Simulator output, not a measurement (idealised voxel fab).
process module | voxel gate over fins
For reference, the cross-section in this document is cut, with width 250 nm and square cells of 5 nm.
Cross-section spec: square-cell grid; bands listed top down; each band is one or more rows. Top, bottom (nm), then materials left to right with widths (nm); lone material tagged "throughout" fills the whole band edge to edge; "air" = empty space. Counting heights begins at 0, where everything beneath is, in the wafer as received, one material. The lowest band has no bottom; it goes on downwards, as "z 0 and below" shows. It should be noted that a width expressed as "30..40" varies in equal increments from row to row of cells within the band, taking the value of the first number at the top row and that of the second number at the bottom row. Any step labelled "nothing altered" changed none of the cells in the cross-section. "Sealed-off cavities" contains a list of empty spaces, each no smaller than 8 cells and without an open way to the top, written in the form width x height at distance with the distance from the left edge and all three in nm. What comes after the settings on a step's line is commentary from the simulator itself on that step. Steps that use a mask can have "overlay nm" on their line. It says how far the mask sat to the right of where it was meant to be. Negative means to the left.

### Process steps foreseen in the plan
1. RECEIVE | material Si
2. CONFORMAL_DEP | material SiN | thk nm 5
3. MASKED_ETCH | tone cover | mask id FINS | width nm 15 | pitch nm 55 | etch materials SiN | depth nm 5 | overlay nm 0
4. MASKED_ETCH | tone cover | mask id FINS | width nm 15 | pitch nm 55 | etch materials Si | depth nm 40 | overlay nm 0
5. OXIDIZE | depth nm 5
6. FILL_DEP | material SiO2 | thk nm 15
7. CMP | height nm 5
8. MASKED_ETCH | tone open | mask id RAIL | width nm 15 | etch materials SiO2 | depth nm 40 | overlay nm -15
9. CONFORMAL_DEP | material TiN | thk nm 5
10. FILL_DEP | material W | thk nm 10
11. CMP | height nm 5
12. SELECTIVE_ETCH | etch materials W Ru TiN | depth nm 30
13. FILL_DEP | material SiO2 | thk nm 5
14. CMP | height nm 5
15. SELECTIVE_ETCH | etch materials SiO2 | depth nm 20
16. STRIP | etch materials SiN
17. CONFORMAL_DEP | material HfO2 | thk nm 5
18. CONFORMAL_DEP | material TiN | thk nm 5
19. FILL_DEP | material W | thk nm 10
20. CMP | height nm 15
21. CONFORMAL_DEP | material SiN | thk nm 5
Split variable: overlay nm, step 8. Plan value = first wafer. Wafers start alike.

### The first of several wafers in cross-section, exactly as it reached us after step 1
* z 0 and below  Si throughout
* Sealed-off cavities: none

### Per wafer (row), end of module: delta in cells per material since receipt, (+) for gained, (-) for lost; closed voids after that
overlay nm -15; +74 HfO2; -414 Si; +50 SiN; +272 SiO2; +78 TiN; +140 W; Sealed-off cavities: none
overlay nm -10; +74 HfO2; -414 Si; +50 SiN; +270 SiO2; +79 TiN; +141 W; Sealed-off cavities: none
overlay nm -5; +74 HfO2; -414 Si; +50 SiN; +270 SiO2; +79 TiN; +141 W; Sealed-off cavities: none
overlay nm 0; +74 HfO2; -414 Si; +50 SiN; +270 SiO2; +79 TiN; +141 W; Sealed-off cavities: none
overlay nm 5; +74 HfO2; -414 Si; +50 SiN; +270 SiO2; +79 TiN; +141 W; Sealed-off cavities: none
overlay nm 10; +74 HfO2; -414 Si; +50 SiN; +270 SiO2; +79 TiN; +141 W; Sealed-off cavities: none
overlay nm 15; +74 HfO2; -414 Si; +50 SiN; +270 SiO2; +79 TiN; +141 W; Sealed-off cavities: none
